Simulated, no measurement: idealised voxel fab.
process module | voxel lift off
cross-section cut | 270 nm wide | cells 5 nm
A cross-section is a grid of square cells, given in bands from the top down. A band is one or more rows of cells.
Each band's line starts with the height of the band's top and of its bottom, in nm. Then come its materials from left to right, each with its width in nm. One material with "throughout" fills the band from edge to edge. "air" is empty space.
Height 0 is the level under which the wafer as received is all one material. The lowest band goes on downwards, as in "0 down".
A width such as "30 to 40" changes by the same amount from each row of cells to the next, from the band's top row to its bottom row.
"no change" after a step means that no cell of the cross-section changed.
closed voids: empty space of 8 cells or more with no open way to the top, each as width x height at its distance from the left edge, in nm
after a step's settings: what the simulator itself notes on the step
overlay nm, on a step with a mask: how far to the right of its planned place the mask lay; to the left if negative
plan
1 op RECEIVE | material Si
2 op CONFORMAL_DEP | material SiO2 | thk nm 5
3 op PATTERN | tone open | mask id LINES | material resist | width nm 15 | pitch nm 45 | thk nm 30 | overlay nm 0
4 op DIRECTIONAL_DEP | material Ru | thk nm 15
5 op STRIP | etch materials resist
6 op CONFORMAL_DEP | material SiCN | thk nm 5
varied across the wafers: width nm of step 3. The plan shows the first wafer's value. All wafers start alike
first wafer as received, after step 1
  0 down: Si throughout
  closed voids: none
each wafer at the end: cells of each material gained (+) or lost (-) since it was received, then its closed voids
width nm 15 | +27 Ru | +72 SiCN | +54 SiO2 | closed voids: none
width nm 20 | +36 Ru | +72 SiCN | +54 SiO2 | closed voids: none
width nm 25 | +45 Ru | +72 SiCN | +54 SiO2 | closed voids: none
width nm 30 | +54 Ru | +72 SiCN | +54 SiO2 | closed voids: none
